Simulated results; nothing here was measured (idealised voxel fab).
process module | voxel spacer lines
cross-section cut | 280 nm wide | cells 5 nm
A cross-section is a grid of square cells, given in bands from the top down. A band is one or more rows of cells.
Each band's line starts with the height of the band's top and of its bottom, in nm. Then come its materials from left to right, each with its width in nm. One material with "throughout" fills the band from edge to edge. "air" is empty space.
Height 0 is the level under which the wafer as received is all one material. The lowest band goes on downwards, as in "0 down".
A width such as "30 to 40" changes by the same amount from each row of cells to the next, from the band's top row to its bottom row.
"no change" after a step means that no cell of the cross-section changed.
closed voids: empty space of 8 cells or more with no open way to the top, each as width x height at its distance from the left edge, in nm
after a step's settings: what the simulator itself notes on the step
overlay nm, on a step with a mask: how far to the right of its planned place the mask lay; to the left if negative
plan
1 op RECEIVE | material Si
2 op CONFORMAL_DEP | material Al2O3 | thk nm 5
3 op DIRECTIONAL_DEP | material SiN | thk nm 20
4 op DIRECTIONAL_DEP | material polySi | thk nm 25
5 op PATTERN | tone cover | mask id MANDREL | material resist | width nm 20 | pitch nm 60 | thk nm 30 | overlay nm -15
6 op DIRECTIONAL_ETCH | etch materials polySi | depth nm 25
7 op STRIP | etch materials resist
8 op CONFORMAL_DEP | material SiO2 | thk nm 10
9 op DIRECTIONAL_ETCH | etch materials SiO2 | depth nm 10
10 op STRIP | etch materials polySi
11 op DIRECTIONAL_ETCH | etch materials SiN | depth nm 20
12 op STRIP | etch materials SiO2
varied across the wafers: overlay nm of step 5. The plan shows the first wafer's value. All wafers start alike
first wafer as received, after step 1
  0 down: Si throughout
  closed voids: none
each wafer at the end: cells of each material gained (+) or lost (-) since it was received, then its closed voids
overlay nm -15 | +56 Al2O3 | +48 SiN | closed voids: none
overlay nm -10 | +56 Al2O3 | +48 SiN | closed voids: none
overlay nm -5 | +56 Al2O3 | +48 SiN | closed voids: none
overlay nm 0 | +56 Al2O3 | +48 SiN | closed voids: none
overlay nm 5 | +56 Al2O3 | +48 SiN | closed voids: none
overlay nm 10 | +56 Al2O3 | +48 SiN | closed voids: none
overlay nm 15 | +56 Al2O3 | +48 SiN | closed voids: none
